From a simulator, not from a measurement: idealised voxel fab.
The document below concerns the process module designated voxel transistor to metal.
This is section cut - it's 190 nm across, gridded in 5 nm square cells.
Cross-section = grid of square cells, listed top down in bands; band = one or more rows.
Heads up on the band format: heights come first, top then bottom, in nm. After that it's the materials left to right, each with its width in nm. A single material flagged "full width" fills the whole band edge to edge, and "air" means there's empty space there.
Basically, 0 is our baseline, since under it the wafer straight out of the box is all one material. The bottom band has no lower end and keeps on going down, so it looks like "0 -> down".
Think of "30->40" as a width that walks from the first number to the second as you go down the band, top row to bottom row, taking equal-sized steps from row to row.
The cross-section has no changed cell in any step marked "no alterations made".
"Closed void inventory" enumerates empty spaces isolated from the top, with no open way to it, that contain at least 8 cells, giving each as width x height at distance from the left edge, all three in nm.
Past the settings on a step's line: simulator remark, on that step.
overlay nm: on a step with a mask, how far right of its planned place the mask lay; negative means left.

**List of planned process steps**
1,RECEIVE: material Si
2,CONFORMAL_DEP: material SiO2, thk nm 5
3,CONFORMAL_DEP: material SiN, thk nm 15
4,PATTERN: tone cover, mask id ACTIVE, material resist, width nm 115, thk nm 20, overlay nm 0
5,DIRECTIONAL_ETCH: etch materials SiN, depth nm 15
6,DIRECTIONAL_ETCH: etch materials SiO2, depth nm 5
7,DIRECTIONAL_ETCH: etch materials Si, depth nm 35
8,STRIP: etch materials resist
9,FILL_DEP: material SiO2, thk nm 10
10,CMP: height nm 20
11,SELECTIVE_ETCH: etch materials SiO2, depth nm 15
12,STRIP: etch materials SiN
13,SELECTIVE_ETCH: etch materials SiO2, depth nm 5
14,OXIDIZE: depth nm 5
15,DIRECTIONAL_DEP: material polySi, thk nm 25
16,DIRECTIONAL_DEP: material SiCN, thk nm 15
17,DIRECTIONAL_DEP: material aC, thk nm 15
18,PATTERN: tone cover, mask id GATE, material resist, width nm 25, thk nm 30, overlay nm 0
19,DIRECTIONAL_ETCH: etch materials aC, depth nm 15
20,STRIP: etch materials resist
21,DIRECTIONAL_ETCH: etch materials SiCN, depth nm 25
22,DIRECTIONAL_ETCH: etch materials polySi, depth nm 35
23,STRIP: etch materials aC
24,CONFORMAL_DEP: material SiO2, thk nm 5
25,DIRECTIONAL_ETCH: etch materials SiO2, depth nm 5
26,CONFORMAL_DEP: material SiN, thk nm 10
27,DIRECTIONAL_ETCH: etch materials SiN, depth nm 10
28,DIRECTIONAL_ETCH: etch materials SiO2, depth nm 5
29,EPI: material nSi, thk nm 5
30,FILL_DEP: material SiO2, thk nm 10
31,CMP: height nm 40
32,DIRECTIONAL_DEP: material SiO2, thk nm 10
33,DIRECTIONAL_DEP: material aC, thk nm 10
34,PATTERN: tone open, mask id CONTACT, material resist, width nm 20, pitch nm 75, thk nm 25, overlay nm 0
35,DIRECTIONAL_ETCH: etch materials aC, depth nm 10
36,STRIP: etch materials resist
37,DIRECTIONAL_ETCH: etch materials SiO2, depth nm 50
38,STRIP: etch materials aC
39,CONFORMAL_DEP: material TiN, thk nm 5
40,FILL_DEP: material Ru, thk nm 5
41,CMP: height nm 50
42,DIRECTIONAL_DEP: material TiN, thk nm 5
43,DIRECTIONAL_DEP: material W, thk nm 20
44,MASKED_ETCH: tone cover, mask id METAL_1, width nm 20, pitch nm 75, etch materials W, depth nm 20, overlay nm 0
45,MASKED_ETCH: tone cover, mask id METAL_1, width nm 20, pitch nm 75, etch materials TiN, depth nm 5, overlay nm 0
46,FILL_DEP: material SiO2, thk nm 5
47,CMP: height nm 75
48,CONFORMAL_DEP: material SiCN, thk nm 5
49,DIRECTIONAL_DEP: material lowk, thk nm 35
50,MASKED_ETCH: tone open, mask id METAL_2, width nm 20, pitch nm 75, etch materials lowk, depth nm 20, overlay nm 0
51,PATTERN: tone open, mask id METAL_2_HOLES, material resist, width nm 15, pitch nm 75, thk nm 15, overlay nm 0
52,DIRECTIONAL_ETCH: etch materials lowk, depth nm 15
53,DIRECTIONAL_ETCH: etch materials SiCN, depth nm 5
54,STRIP: etch materials resist
55,CONFORMAL_DEP: material TiN, thk nm 5
56,FILL_DEP: material Ru, thk nm 10
57,CMP: height nm 115
58,CONFORMAL_DEP: material SiCN, thk nm 5

**Wafer, first of two, run as planned**

**Wafer cross-section on receipt, i.e. after step 1**
- 0 -> down  Si full width
- Closed void inventory: none

**How the wafer stands in section after step 2**
- 5 -> 0  SiO2 full width
- For the remainder of the cross-section, below 0, there is no change.

**How the wafer stands in section after step 3**
- 20 -> 5  SiN full width
- For the remainder of the cross-section, below 5, there is no change.

**How the wafer stands in section after step 4**
- 40 -> 20  air 35  resist 115  air 40
- For the remainder of the cross-section, below 20, there is no change.

**How the wafer stands in section after step 5**
- 40 -> 20  air 35  resist 115  air 40
- 20 -> 5  air 35  SiN 115  air 40
- For the remainder of the cross-section, below 5, there is no change.

**How the wafer stands in section after step 6**
- 40 -> 20  air 35  resist 115  air 40
- 20 -> 5  air 35  SiN 115  air 40
- 5 -> 0  air 35  SiO2 115  air 40
- For the remainder of the cross-section, below 0, there is no change.

**How the wafer stands in section after step 7**
- 40 -> 20  air 35  resist 115  air 40
- 20 -> 5  air 35  SiN 115  air 40
- 5 -> 0  air 35  SiO2 115  air 40
- 0 -> -35  air 35  Si 115  air 40
- For the remainder of the cross-section, below -35, there is no change.

**How the wafer stands in section after step 8**
- 20 -> 5  air 35  SiN 115  air 40
- For the remainder of the cross-section, below 5, there is no change.

**How the wafer stands in section after step 9**
- 30 -> 20  SiO2 full width
- 20 -> 5  SiO2 35  SiN 115  SiO2 40
- 5 -> 0  SiO2 full width
- 0 -> -35  SiO2 35  Si 115  SiO2 40
- For the remainder of the cross-section, below -35, there is no change.

**How the wafer stands in section after step 10**
- 20 -> 5  SiO2 35  SiN 115  SiO2 40
- For the remainder of the cross-section, below 5, there is no change.

**How the wafer stands in section after step 11**
- 20 -> 5  air 35  SiN 115  air 40
- For the remainder of the cross-section, below 5, there is no change.

**How the wafer stands in section after step 12**
- 5 -> 0  SiO2 full width
- For the remainder of the cross-section, below 0, there is no change.

**How the wafer stands in section after step 13**
- 0 -> -35  SiO2 35  Si 115  SiO2 40
- For the remainder of the cross-section, below -35, there is no change.

**How the wafer stands in section after step 14**
- 0 -> -5  SiO2 full width
- For the remainder of the cross-section, below -5, there is no change.

**How the wafer stands in section after step 15**
- 25 -> 0  polySi full width
- For the remainder of the cross-section, below 0, there is no change.

**How the wafer stands in section after step 16**
- 40 -> 25  SiCN full width
- For the remainder of the cross-section, below 25, there is no change.

**How the wafer stands in section after step 17**
- 55 -> 40  aC full width
- For the remainder of the cross-section, below 40, there is no change.

**How the wafer stands in section after step 18**
- 85 -> 55  air 80  resist 25  air 85
- For the remainder of the cross-section, below 55, there is no change.

**How the wafer stands in section after step 19**
- 70 -> 55  air 80  resist 25  air 85
- 55 -> 40  air 80  aC 25  air 85
- For the remainder of the cross-section, below 40, there is no change.

**How the wafer stands in section after step 20**
- 55 -> 40  air 80  aC 25  air 85
- For the remainder of the cross-section, below 40, there is no change.

**How the wafer stands in section after step 21**
- 55 -> 40  air 80  aC 25  air 85
- 40 -> 25  air 80  SiCN 25  air 85
- For the remainder of the cross-section, below 25, there is no change.

**How the wafer stands in section after step 22**
- 55 -> 40  air 80  aC 25  air 85
- 40 -> 25  air 80  SiCN 25  air 85
- 25 -> 0  air 80  polySi 25  air 85
- For the remainder of the cross-section, below 0, there is no change.

**How the wafer stands in section after step 23**
- 40 -> 25  air 80  SiCN 25  air 85
- For the remainder of the cross-section, below 25, there is no change.

**How the wafer stands in section after step 24**
- 45 -> 40  air 75  SiO2 35  air 80
- 40 -> 25  air 75  SiO2 5  SiCN 25  SiO2 5  air 80
- 25 -> 5  air 75  SiO2 5  polySi 25  SiO2 5  air 80
- 5 -> 0  SiO2 80  polySi 25  SiO2 85
- For the remainder of the cross-section, below 0, there is no change.

**How the wafer stands in section after step 25**
- 40 -> 25  air 75  SiO2 5  SiCN 25  SiO2 5  air 80
- 25 -> 0  air 75  SiO2 5  polySi 25  SiO2 5  air 80
- For the remainder of the cross-section, below 0, there is no change.

**How the wafer stands in section after step 26**
- 50 -> 40  air 65  SiN 55  air 70
- 40 -> 25  air 65  SiN 10  SiO2 5  SiCN 25  SiO2 5  SiN 10  air 70
- 25 -> 10  air 65  SiN 10  SiO2 5  polySi 25  SiO2 5  SiN 10  air 70
- 10 -> 0  SiN 75  SiO2 5  polySi 25  SiO2 5  SiN 80
- For the remainder of the cross-section, below 0, there is no change.

**How the wafer stands in section after step 27**
- 40 -> 25  air 65  SiN 10  SiO2 5  SiCN 25  SiO2 5  SiN 10  air 70
- 25 -> 0  air 65  SiN 10  SiO2 5  polySi 25  SiO2 5  SiN 10  air 70
- For the remainder of the cross-section, below 0, there is no change.

**How the wafer stands in section after step 28**
- 40 -> 35  air 65  SiN 10  air 5  SiCN 25  air 5  SiN 10  air 70
- 35 -> 25  air 65  SiN 10  SiO2 5  SiCN 25  SiO2 5  SiN 10  air 70
- 25 -> 0  air 65  SiN 10  SiO2 5  polySi 25  SiO2 5  SiN 10  air 70
- 0 -> -5  air 65  SiO2 55  air 70
- For the remainder of the cross-section, below -5, there is no change.

**How the wafer stands in section after step 29**
- 40 -> 35  air 65  SiN 10  air 5  SiCN 25  air 5  SiN 10  air 70
- 35 -> 25  air 65  SiN 10  SiO2 5  SiCN 25  SiO2 5  SiN 10  air 70
- 25 -> 0  air 65  SiN 10  SiO2 5  polySi 25  SiO2 5  SiN 10  air 70
- 0 -> -5  air 30  nSi 35  SiO2 55  nSi 35  air 35
- For the remainder of the cross-section, below -5, there is no change.

**How the wafer stands in section after step 30**
- 50 -> 40  SiO2 full width
- 40 -> 25  SiO2 65  SiN 10  SiO2 5  SiCN 25  SiO2 5  SiN 10  SiO2 70
- 25 -> 0  SiO2 65  SiN 10  SiO2 5  polySi 25  SiO2 5  SiN 10  SiO2 70
- 0 -> -5  SiO2 30  nSi 35  SiO2 55  nSi 35  SiO2 35
- For the remainder of the cross-section, below -5, there is no change.

**How the wafer stands in section after step 31**
- 40 -> 25  SiO2 65  SiN 10  SiO2 5  SiCN 25  SiO2 5  SiN 10  SiO2 70
- For the remainder of the cross-section, below 25, there is no change.

**How the wafer stands in section after step 32**
- 50 -> 40  SiO2 full width
- For the remainder of the cross-section, below 40, there is no change.

**How the wafer stands in section after step 33**
- 60 -> 50  aC full width
- For the remainder of the cross-section, below 50, there is no change.

**How the wafer stands in section after step 34**
- 85 -> 60  resist 45  air 20  resist 55  air 20  resist 50
- For the remainder of the cross-section, below 60, there is no change.

**How the wafer stands in section after step 35**
- 75 -> 60  resist 45  air 20  resist 55  air 20  resist 50
- 60 -> 50  aC 45  air 20  aC 55  air 20  aC 50
- For the remainder of the cross-section, below 50, there is no change.

**How the wafer stands in section after step 36**
- 60 -> 50  aC 45  air 20  aC 55  air 20  aC 50
- For the remainder of the cross-section, below 50, there is no change.

**How the wafer stands in section after step 37**
- 60 -> 50  aC 45  air 20  aC 55  air 20  aC 50
- 50 -> 40  SiO2 45  air 20  SiO2 55  air 20  SiO2 50
- 40 -> 25  SiO2 45  air 20  SiN 10  SiO2 5  SiCN 25  SiO2 5  SiN 10  air 20  SiO2 50
- 25 -> 0  SiO2 45  air 20  SiN 10  SiO2 5  polySi 25  SiO2 5  SiN 10  air 20  SiO2 50
- For the remainder of the cross-section, below 0, there is no change.

**How the wafer stands in section after step 38**
- 50 -> 40  SiO2 45  air 20  SiO2 55  air 20  SiO2 50
- For the remainder of the cross-section, below 40, there is no change.

**How the wafer stands in section after step 39**
- 55 -> 50  TiN 50  air 10  TiN 65  air 10  TiN 55
- 50 -> 40  SiO2 45  TiN 5  air 10  TiN 5  SiO2 55  TiN 5  air 10  TiN 5  SiO2 50
- 40 -> 25  SiO2 45  TiN 5  air 10  TiN 5  SiN 10  SiO2 5  SiCN 25  SiO2 5  SiN 10  TiN 5  air 10  TiN 5  SiO2 50
- 25 -> 5  SiO2 45  TiN 5  air 10  TiN 5  SiN 10  SiO2 5  polySi 25  SiO2 5  SiN 10  TiN 5  air 10  TiN 5  SiO2 50
- 5 -> 0  SiO2 45  TiN 20  SiN 10  SiO2 5  polySi 25  SiO2 5  SiN 10  TiN 20  SiO2 50
- For the remainder of the cross-section, below 0, there is no change.

**How the wafer stands in section after step 40**
- 60 -> 55  Ru full width
- 55 -> 50  TiN 50  Ru 10  TiN 65  Ru 10  TiN 55
- 50 -> 40  SiO2 45  TiN 5  Ru 10  TiN 5  SiO2 55  TiN 5  Ru 10  TiN 5  SiO2 50
- 40 -> 25  SiO2 45  TiN 5  Ru 10  TiN 5  SiN 10  SiO2 5  SiCN 25  SiO2 5  SiN 10  TiN 5  Ru 10  TiN 5  SiO2 50
- 25 -> 5  SiO2 45  TiN 5  Ru 10  TiN 5  SiN 10  SiO2 5  polySi 25  SiO2 5  SiN 10  TiN 5  Ru 10  TiN 5  SiO2 50
- For the remainder of the cross-section, below 5, there is no change.

**How the wafer stands in section after step 41**
- 50 -> 40  SiO2 45  TiN 5  Ru 10  TiN 5  SiO2 55  TiN 5  Ru 10  TiN 5  SiO2 50
- For the remainder of the cross-section, below 40, there is no change.

**How the wafer stands in section after step 42**
- 55 -> 50  TiN full width
- For the remainder of the cross-section, below 50, there is no change.

**How the wafer stands in section after step 43**
- 75 -> 55  W full width
- For the remainder of the cross-section, below 55, there is no change.

**How the wafer stands in section after step 44**
- 75 -> 55  air 45  W 20  air 55  W 20  air 50
- For the remainder of the cross-section, below 55, there is no change.

**How the wafer stands in section after step 45**
- 75 -> 55  air 45  W 20  air 55  W 20  air 50
- 55 -> 50  air 45  TiN 20  air 55  TiN 20  air 50
- For the remainder of the cross-section, below 50, there is no change.

**How the wafer stands in section after step 46**
- 80 -> 75  SiO2 full width
- 75 -> 55  SiO2 45  W 20  SiO2 55  W 20  SiO2 50
- 55 -> 50  SiO2 45  TiN 20  SiO2 55  TiN 20  SiO2 50
- For the remainder of the cross-section, below 50, there is no change.

**How the wafer stands in section after step 47**
- 75 -> 55  SiO2 45  W 20  SiO2 55  W 20  SiO2 50
- For the remainder of the cross-section, below 55, there is no change.

**How the wafer stands in section after step 48**
- 80 -> 75  SiCN full width
- For the remainder of the cross-section, below 75, there is no change.

**How the wafer stands in section after step 49**
- 115 -> 80  lowk full width
- For the remainder of the cross-section, below 80, there is no change.

**How the wafer stands in section after step 50**
- 115 -> 95  lowk 45  air 20  lowk 55  air 20  lowk 50
- For the remainder of the cross-section, below 95, there is no change.

**How the wafer stands in section after step 51**
- 130 -> 115  resist 45  air 15  resist 60  air 15  resist 55
- 115 -> 95  lowk 45  air 15  resist 5  lowk 55  air 15  resist 5  lowk 50
- For the remainder of the cross-section, below 95, there is no change.

**How the wafer stands in section after step 52**
- 130 -> 115  resist 45  air 15  resist 60  air 15  resist 55
- 115 -> 95  lowk 45  air 15  resist 5  lowk 55  air 15  resist 5  lowk 50
- 95 -> 80  lowk 45  air 15  lowk 60  air 15  lowk 55
- For the remainder of the cross-section, below 80, there is no change.

**How the wafer stands in section after step 53**
- 130 -> 115  resist 45  air 15  resist 60  air 15  resist 55
- 115 -> 95  lowk 45  air 15  resist 5  lowk 55  air 15  resist 5  lowk 50
- 95 -> 80  lowk 45  air 15  lowk 60  air 15  lowk 55
- 80 -> 75  SiCN 45  air 15  SiCN 60  air 15  SiCN 55
- For the remainder of the cross-section, below 75, there is no change.

**How the wafer stands in section after step 54**
- 115 -> 95  lowk 45  air 20  lowk 55  air 20  lowk 50
- For the remainder of the cross-section, below 95, there is no change.

**How the wafer stands in section after step 55**
- 120 -> 115  TiN 50  air 10  TiN 65  air 10  TiN 55
- 115 -> 100  lowk 45  TiN 5  air 10  TiN 5  lowk 55  TiN 5  air 10  TiN 5  lowk 50
- 100 -> 95  lowk 45  TiN 5  air 5  TiN 10  lowk 55  TiN 5  air 5  TiN 10  lowk 50
- 95 -> 80  lowk 45  TiN 5  air 5  TiN 5  lowk 60  TiN 5  air 5  TiN 5  lowk 55
- 80 -> 75  SiCN 45  TiN 15  SiCN 60  TiN 15  SiCN 55
- For the remainder of the cross-section, below 75, there is no change.

**How the wafer stands in section after step 56**
- 130 -> 120  Ru full width
- 120 -> 115  TiN 50  Ru 10  TiN 65  Ru 10  TiN 55
- 115 -> 100  lowk 45  TiN 5  Ru 10  TiN 5  lowk 55  TiN 5  Ru 10  TiN 5  lowk 50
- 100 -> 95  lowk 45  TiN 5  Ru 5  TiN 10  lowk 55  TiN 5  Ru 5  TiN 10  lowk 50
- 95 -> 80  lowk 45  TiN 5  Ru 5  TiN 5  lowk 60  TiN 5  Ru 5  TiN 5  lowk 55
- For the remainder of the cross-section, below 80, there is no change.

**How the wafer stands in section after step 57**
- 115 -> 100  lowk 45  TiN 5  Ru 10  TiN 5  lowk 55  TiN 5  Ru 10  TiN 5  lowk 50
- For the remainder of the cross-section, below 100, there is no change.

**How the wafer stands in section after step 58**
- 120 -> 115  SiCN full width
- For the remainder of the cross-section, below 115, there is no change.

**Second Wafer (Identical Start and Plan, One Processing Error; Matches First Wafer Through Step 25)**

**What the second wafer looks like in cross-section when step 26 should have wrapped up**
- 45 -> 40  air 70  SiN 45  air 75
- 40 -> 25  air 70  SiN 5  SiO2 5  SiCN 25  SiO2 5  SiN 5  air 75
- 25 -> 5  air 70  SiN 5  SiO2 5  polySi 25  SiO2 5  SiN 5  air 75
- 5 -> 0  SiN 75  SiO2 5  polySi 25  SiO2 5  SiN 80
- For the remainder of the cross-section, below 0, there is no change.

**What the second wafer looks like in cross-section when step 27 should have wrapped up**
- 40 -> 35  air 75  SiO2 5  SiCN 25  SiO2 5  air 80
- 35 -> 25  air 70  SiN 5  SiO2 5  SiCN 25  SiO2 5  SiN 5  air 75
- 25 -> 0  air 70  SiN 5  SiO2 5  polySi 25  SiO2 5  SiN 5  air 75
- For the remainder of the cross-section, below 0, there is no change.

**What the second wafer looks like in cross-section when step 28 should have wrapped up**
- 40 -> 35  air 80  SiCN 25  air 85
- 35 -> 25  air 70  SiN 5  SiO2 5  SiCN 25  SiO2 5  SiN 5  air 75
- 25 -> 0  air 70  SiN 5  SiO2 5  polySi 25  SiO2 5  SiN 5  air 75
- 0 -> -5  air 70  SiO2 45  air 75
- For the remainder of the cross-section, below -5, there is no change.

**What the second wafer looks like in cross-section when step 29 should have wrapped up**
- 40 -> 35  air 80  SiCN 25  air 85
- 35 -> 25  air 70  SiN 5  SiO2 5  SiCN 25  SiO2 5  SiN 5  air 75
- 25 -> 0  air 70  SiN 5  SiO2 5  polySi 25  SiO2 5  SiN 5  air 75
- 0 -> -5  air 30  nSi 40  SiO2 45  nSi 40  air 35
- For the remainder of the cross-section, below -5, there is no change.

**What the second wafer looks like in cross-section when step 30 should have wrapped up**
- 50 -> 40  SiO2 full width
- 40 -> 35  SiO2 80  SiCN 25  SiO2 85
- 35 -> 25  SiO2 70  SiN 5  SiO2 5  SiCN 25  SiO2 5  SiN 5  SiO2 75
- 25 -> 0  SiO2 70  SiN 5  SiO2 5  polySi 25  SiO2 5  SiN 5  SiO2 75
- 0 -> -5  SiO2 30  nSi 40  SiO2 45  nSi 40  SiO2 35
- For the remainder of the cross-section, below -5, there is no change.

**What the second wafer looks like in cross-section when step 31 should have wrapped up**
- 40 -> 35  SiO2 80  SiCN 25  SiO2 85
- For the remainder of the cross-section, below 35, there is no change.

**What the second wafer looks like in cross-section when step 32 should have wrapped up**
- 50 -> 40  SiO2 full width
- For the remainder of the cross-section, below 40, there is no change.

**What the second wafer looks like in cross-section when step 33 should have wrapped up**
- 60 -> 50  aC full width
- For the remainder of the cross-section, below 50, there is no change.

**What the second wafer looks like in cross-section when step 34 should have wrapped up**
- 85 -> 60  resist 45  air 20  resist 55  air 20  resist 50
- For the remainder of the cross-section, below 60, there is no change.

**What the second wafer looks like in cross-section when step 35 should have wrapped up**
- 75 -> 60  resist 45  air 20  resist 55  air 20  resist 50
- 60 -> 50  aC 45  air 20  aC 55  air 20  aC 50
- For the remainder of the cross-section, below 50, there is no change.

**What the second wafer looks like in cross-section when step 36 should have wrapped up**
- 60 -> 50  aC 45  air 20  aC 55  air 20  aC 50
- For the remainder of the cross-section, below 50, there is no change.

**What the second wafer looks like in cross-section when step 37 should have wrapped up**
- 60 -> 50  aC 45  air 20  aC 55  air 20  aC 50
- 50 -> 40  SiO2 45  air 20  SiO2 55  air 20  SiO2 50
- 40 -> 35  SiO2 45  air 20  SiO2 15  SiCN 25  SiO2 15  air 20  SiO2 50
- 35 -> 25  SiO2 45  air 20  SiO2 5  SiN 5  SiO2 5  SiCN 25  SiO2 5  SiN 5  SiO2 5  air 20  SiO2 50
- 25 -> 0  SiO2 45  air 20  SiO2 5  SiN 5  SiO2 5  polySi 25  SiO2 5  SiN 5  SiO2 5  air 20  SiO2 50
- For the remainder of the cross-section, below 0, there is no change.

**What the second wafer looks like in cross-section when step 38 should have wrapped up**
- 50 -> 40  SiO2 45  air 20  SiO2 55  air 20  SiO2 50
- For the remainder of the cross-section, below 40, there is no change.

**What the second wafer looks like in cross-section when step 39 should have wrapped up**
- 55 -> 50  TiN 50  air 10  TiN 65  air 10  TiN 55
- 50 -> 40  SiO2 45  TiN 5  air 10  TiN 5  SiO2 55  TiN 5  air 10  TiN 5  SiO2 50
- 40 -> 35  SiO2 45  TiN 5  air 10  TiN 5  SiO2 15  SiCN 25  SiO2 15  TiN 5  air 10  TiN 5  SiO2 50
- 35 -> 25  SiO2 45  TiN 5  air 10  TiN 5  SiO2 5  SiN 5  SiO2 5  SiCN 25  SiO2 5  SiN 5  SiO2 5  TiN 5  air 10  TiN 5  SiO2 50
- 25 -> 5  SiO2 45  TiN 5  air 10  TiN 5  SiO2 5  SiN 5  SiO2 5  polySi 25  SiO2 5  SiN 5  SiO2 5  TiN 5  air 10  TiN 5  SiO2 50
- 5 -> 0  SiO2 45  TiN 20  SiO2 5  SiN 5  SiO2 5  polySi 25  SiO2 5  SiN 5  SiO2 5  TiN 20  SiO2 50
- For the remainder of the cross-section, below 0, there is no change.

**What the second wafer looks like in cross-section when step 40 should have wrapped up**
- 60 -> 55  Ru full width
- 55 -> 50  TiN 50  Ru 10  TiN 65  Ru 10  TiN 55
- 50 -> 40  SiO2 45  TiN 5  Ru 10  TiN 5  SiO2 55  TiN 5  Ru 10  TiN 5  SiO2 50
- 40 -> 35  SiO2 45  TiN 5  Ru 10  TiN 5  SiO2 15  SiCN 25  SiO2 15  TiN 5  Ru 10  TiN 5  SiO2 50
- 35 -> 25  SiO2 45  TiN 5  Ru 10  TiN 5  SiO2 5  SiN 5  SiO2 5  SiCN 25  SiO2 5  SiN 5  SiO2 5  TiN 5  Ru 10  TiN 5  SiO2 50
- 25 -> 5  SiO2 45  TiN 5  Ru 10  TiN 5  SiO2 5  SiN 5  SiO2 5  polySi 25  SiO2 5  SiN 5  SiO2 5  TiN 5  Ru 10  TiN 5  SiO2 50
- For the remainder of the cross-section, below 5, there is no change.

**What the second wafer looks like in cross-section when step 41 should have wrapped up**
- 50 -> 40  SiO2 45  TiN 5  Ru 10  TiN 5  SiO2 55  TiN 5  Ru 10  TiN 5  SiO2 50
- For the remainder of the cross-section, below 40, there is no change.

**What the second wafer looks like in cross-section when step 42 should have wrapped up**
- 55 -> 50  TiN full width
- For the remainder of the cross-section, below 50, there is no change.

**What the second wafer looks like in cross-section when step 43 should have wrapped up**
- 75 -> 55  W full width
- For the remainder of the cross-section, below 55, there is no change.

**What the second wafer looks like in cross-section when step 44 should have wrapped up**
- 75 -> 55  air 45  W 20  air 55  W 20  air 50
- For the remainder of the cross-section, below 55, there is no change.

**What the second wafer looks like in cross-section when step 45 should have wrapped up**
- 75 -> 55  air 45  W 20  air 55  W 20  air 50
- 55 -> 50  air 45  TiN 20  air 55  TiN 20  air 50
- For the remainder of the cross-section, below 50, there is no change.

**What the second wafer looks like in cross-section when step 46 should have wrapped up**
- 80 -> 75  SiO2 full width
- 75 -> 55  SiO2 45  W 20  SiO2 55  W 20  SiO2 50
- 55 -> 50  SiO2 45  TiN 20  SiO2 55  TiN 20  SiO2 50
- For the remainder of the cross-section, below 50, there is no change.

**What the second wafer looks like in cross-section when step 47 should have wrapped up**
- 75 -> 55  SiO2 45  W 20  SiO2 55  W 20  SiO2 50
- For the remainder of the cross-section, below 55, there is no change.

**What the second wafer looks like in cross-section when step 48 should have wrapped up**
- 80 -> 75  SiCN full width
- For the remainder of the cross-section, below 75, there is no change.

**What the second wafer looks like in cross-section when step 49 should have wrapped up**
- 115 -> 80  lowk full width
- For the remainder of the cross-section, below 80, there is no change.

**What the second wafer looks like in cross-section when step 50 should have wrapped up**
- 115 -> 95  lowk 45  air 20  lowk 55  air 20  lowk 50
- For the remainder of the cross-section, below 95, there is no change.

**What the second wafer looks like in cross-section when step 51 should have wrapped up**
- 130 -> 115  resist 45  air 15  resist 60  air 15  resist 55
- 115 -> 95  lowk 45  air 15  resist 5  lowk 55  air 15  resist 5  lowk 50
- For the remainder of the cross-section, below 95, there is no change.

**What the second wafer looks like in cross-section when step 52 should have wrapped up**
- 130 -> 115  resist 45  air 15  resist 60  air 15  resist 55
- 115 -> 95  lowk 45  air 15  resist 5  lowk 55  air 15  resist 5  lowk 50
- 95 -> 80  lowk 45  air 15  lowk 60  air 15  lowk 55
- For the remainder of the cross-section, below 80, there is no change.

**What the second wafer looks like in cross-section when step 53 should have wrapped up**
- 130 -> 115  resist 45  air 15  resist 60  air 15  resist 55
- 115 -> 95  lowk 45  air 15  resist 5  lowk 55  air 15  resist 5  lowk 50
- 95 -> 80  lowk 45  air 15  lowk 60  air 15  lowk 55
- 80 -> 75  SiCN 45  air 15  SiCN 60  air 15  SiCN 55
- For the remainder of the cross-section, below 75, there is no change.

**What the second wafer looks like in cross-section when step 54 should have wrapped up**
- 115 -> 95  lowk 45  air 20  lowk 55  air 20  lowk 50
- For the remainder of the cross-section, below 95, there is no change.

**What the second wafer looks like in cross-section when step 55 should have wrapped up**
- 120 -> 115  TiN 50  air 10  TiN 65  air 10  TiN 55
- 115 -> 100  lowk 45  TiN 5  air 10  TiN 5  lowk 55  TiN 5  air 10  TiN 5  lowk 50
- 100 -> 95  lowk 45  TiN 5  air 5  TiN 10  lowk 55  TiN 5  air 5  TiN 10  lowk 50
- 95 -> 80  lowk 45  TiN 5  air 5  TiN 5  lowk 60  TiN 5  air 5  TiN 5  lowk 55
- 80 -> 75  SiCN 45  TiN 15  SiCN 60  TiN 15  SiCN 55
- For the remainder of the cross-section, below 75, there is no change.

**What the second wafer looks like in cross-section when step 56 should have wrapped up**
- 130 -> 120  Ru full width
- 120 -> 115  TiN 50  Ru 10  TiN 65  Ru 10  TiN 55
- 115 -> 100  lowk 45  TiN 5  Ru 10  TiN 5  lowk 55  TiN 5  Ru 10  TiN 5  lowk 50
- 100 -> 95  lowk 45  TiN 5  Ru 5  TiN 10  lowk 55  TiN 5  Ru 5  TiN 10  lowk 50
- 95 -> 80  lowk 45  TiN 5  Ru 5  TiN 5  lowk 60  TiN 5  Ru 5  TiN 5  lowk 55
- For the remainder of the cross-section, below 80, there is no change.

**What the second wafer looks like in cross-section when step 57 should have wrapped up**
- 115 -> 100  lowk 45  TiN 5  Ru 10  TiN 5  lowk 55  TiN 5  Ru 10  TiN 5  lowk 50
- For the remainder of the cross-section, below 100, there is no change.

**What the second wafer looks like in cross-section when step 58 should have wrapped up**
- 120 -> 115  SiCN full width
- For the remainder of the cross-section, below 115, there is no change.
What was the processing mistake? step 26 off recipe, ran as CONFORMAL_DEP: material SiN, thk nm 5
Per the end-of-run cell counts, the second wafer holds more or fewer of some materials than the first: SiN: 18 fewer, SiO2: 16 more, nSi: 2 more
